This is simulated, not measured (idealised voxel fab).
Process module in this document: voxel double patterning
This is section cut - it's 190 nm across, gridded in 5 nm square cells.
Cross-section = grid of square cells, listed top down in bands; band = one or more rows.
Within each band entry, the heights of the top and of the bottom of the band appear first, in that order and in nm; the materials of the band then follow from left to right, each with its corresponding width in nm. The designation "edge to edge" on a single material indicates that it fills the band from edge to edge; the designation "blank" indicates empty space.
Convention: height 0 is the level below which the wafer, as received, is all one material. The lowest band does not terminate at the bottom but continues downward, represented as "top 0, no bottom".
When a width is written as two numbers, as in "30 to 40", the first number is the width in the top row of cells of the band and the second is the width in its bottom row, and the width changes by the same amount from each row to the next.
"no modifications" means the step left every cell of the cross-section as it was.
Closed-off voids of 8+ cells (no open route to the top) go in "Closed void list", written width x height at distance from the left edge, in nm.
Whatever follows a step's settings on its line is a remark the simulator itself makes about that step.
Each step line may optionally specify "overlay nm", which for a step with a mask gives the rightward distance between the mask's planned place and where it lay, a negative value indicating the leftward direction.

# Listed below are the process steps as planned
1. RECEIVE (material Si)
2. CONFORMAL_DEP (material SiO2; thk nm 5)
3. DIRECTIONAL_DEP (material W; thk nm 15)
4. DIRECTIONAL_DEP (material SiN; thk nm 10)
5. MASKED_ETCH (tone open; mask id FIRST; width nm 15; pitch nm 50; etch materials SiN; depth nm 10; overlay nm 0)
6. PATTERN (tone open; mask id SECOND; material resist; width nm 15; thk nm 20; overlay nm 0)
7. DIRECTIONAL_ETCH (etch materials SiN; depth nm 10)
8. STRIP (etch materials resist)
9. DIRECTIONAL_ETCH (etch materials W; depth nm 15)
10. STRIP (etch materials SiN)

# as received, after step 1
top 0, no bottom: Si edge to edge
Closed void list: none

# Cross-section, first of two wafers, end of module, run as planned
top 20, bottom 5: W 60 nm | blank 15 nm | W 10 nm | blank 15 nm | W 10 nm | blank 15 nm | W 65 nm
top 5, bottom 0: SiO2 edge to edge
top 0, no bottom: Si edge to edge
Closed void list: none

# Cross-sectional view: second of two wafers, end of module; start and plan identical to the first, one mistake in running
top 20, bottom 5: W 60 nm | blank 20 nm | W 5 nm | blank 15 nm | W 10 nm | blank 20 nm | W 60 nm
top 5, bottom 0: SiO2 edge to edge
top 0, no bottom: Si edge to edge
Closed void list: none
It is concluded that the wafer was processed incorrectly with respect to the plan, in that step 5 was not run as planned; what actually ran was MASKED_ETCH (tone open; mask id FIRST; width nm 20; pitch nm 50; etch materials SiN; depth nm 10; overlay nm 0)
Heads up, by the end the second wafer has more or fewer cells of some materials compared to the first: W -6
